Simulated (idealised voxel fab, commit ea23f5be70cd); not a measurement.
The following process module bears the name voxel self aligned contacts.
For reference, the cross-section in this document is cut, with width 210 nm and square cells of 5 nm.
Just so we're on the same page, the cross-sections are grids of square cells, and they're listed out in bands top to bottom, each band one or more rows deep.
A band entry consists of two parts. The first gives the height of the band's top and the height of its bottom, in nm. The rest lists the band's materials from left to right, each with its width in nm. A single material labelled with the word "all across" fills the band from edge to edge, and the word "air" marks empty space.
Measure heights from 0. That's the level where, below it, the as-received wafer is all one material. The lowest band is bottomless and extends downward; write it as in "0 down".
Width spec "30..40" -> top row of cells at first value, bottom row at second value, equal per-row change in between.
Step marked "nothing different"? Then no cell in the cross-section changed in it.
So "Closed voids list" is basically the list of trapped voids: any empty space of 8 cells or more that can't reach the top through an opening. They're written width x height at distance, the distance being from the left edge, and it's all nm.
Heads up: the bit after the settings on a step's line is the simulator's remark on that step.
Regarding "overlay nm": on a step with a mask, it is the distance the mask lay to the right of its planned place; a negative value places it to the left.
Intended process steps
1,RECEIVE, material Si
2,OXIDIZE, depth nm 5
3,DIRECTIONAL_DEP, material polySi, thk nm 25
4,DIRECTIONAL_DEP, material SiN, thk nm 20
5,PATTERN, tone cover, mask id GATE, material resist, width nm 30, pitch nm 55, thk nm 15, overlay nm 0
6,DIRECTIONAL_ETCH, etch materials SiN, depth nm 20
7,DIRECTIONAL_ETCH, etch materials polySi, depth nm 25
8,STRIP, etch materials resist
9,CONFORMAL_DEP, material SiN, thk nm 5
10,DIRECTIONAL_ETCH, etch materials SiN, depth nm 5
11,FILL_DEP, material SiO2, thk nm 15
12,CMP, height nm 55
13,PATTERN, tone open, mask id CONTACT, material resist, width nm 35, pitch nm 55, thk nm 15, overlay nm 0
14,DIRECTIONAL_ETCH, etch materials SiO2, depth nm 60
15,STRIP, etch materials resist
16,CONFORMAL_DEP, material TiN, thk nm 5
17,FILL_DEP, material W, thk nm 10
18,CMP, height nm 55
19,CONFORMAL_DEP, material SiCN, thk nm 5
This is the cross-section of the wafer as we received it, i.e. after step 1
0 down: Si all across
Closed voids list: none
End-of-module XS, first of two wafers, run as planned
60 to 55: SiCN all across
55 to 45: SiO2: 60 / TiN: 5..15 / W: 25..5 / TiN: 5..15 / SiO2: 20 / TiN: 5..15 / W: 25..5 / TiN: 5..15 / SiO2: 60
45 to 25: SiO2: 30 / SiN: 40 / TiN: 5 / W: 5 / TiN: 5 / SiN: 40 / TiN: 5 / W: 5 / TiN: 5 / SiN: 40 / SiO2: 30
25 to 0: SiO2: 30 / SiN: 5 / polySi: 30 / SiN: 5 / TiN: 5 / W: 5 / TiN: 5 / SiN: 5 / polySi: 30 / SiN: 5 / TiN: 5 / W: 5 / TiN: 5 / SiN: 5 / polySi: 30 / SiN: 5 / SiO2: 30
0 to -5: SiO2: 70 / TiN: 15 / SiO2: 40 / TiN: 15 / SiO2: 70
-5 down: Si all across
Closed voids list: none
Second wafer through the module, sectioned at the end: same beginning and same plan as the first wafer, with one mistake in carrying it out
60 to 55: SiCN all across
55 to 45: SiO2: 60 / TiN: 5..15 / W: 25..5 / TiN: 5..15 / SiO2: 20 / TiN: 5..15 / W: 25..5 / TiN: 5..15 / SiO2: 60
45 to 25: SiO2: 30 / SiN: 40 / TiN: 5 / W: 5 / TiN: 5 / SiN: 40 / TiN: 5 / W: 5 / TiN: 5 / SiN: 40 / SiO2: 30
25 to 5: SiO2: 30 / SiN: 5 / polySi: 30 / SiN: 5 / TiN: 5 / W: 5 / TiN: 5 / SiN: 5 / polySi: 30 / SiN: 5 / TiN: 5 / W: 5 / TiN: 5 / SiN: 5 / polySi: 30 / SiN: 5 / SiO2: 30
5 to 0: SiO2: 30 / SiN: 5 / polySi: 30 / SiN: 5 / TiN: 15 / SiN: 5 / polySi: 30 / SiN: 5 / TiN: 15 / SiN: 5 / polySi: 30 / SiN: 5 / SiO2: 30
0 down: Si all across
Closed voids list: none
Processing error: not run: step 2 of the plan (skipped)
at the end the second wafer has, in cells: +42 Si; -36 SiO2; -4 TiN; -2 W
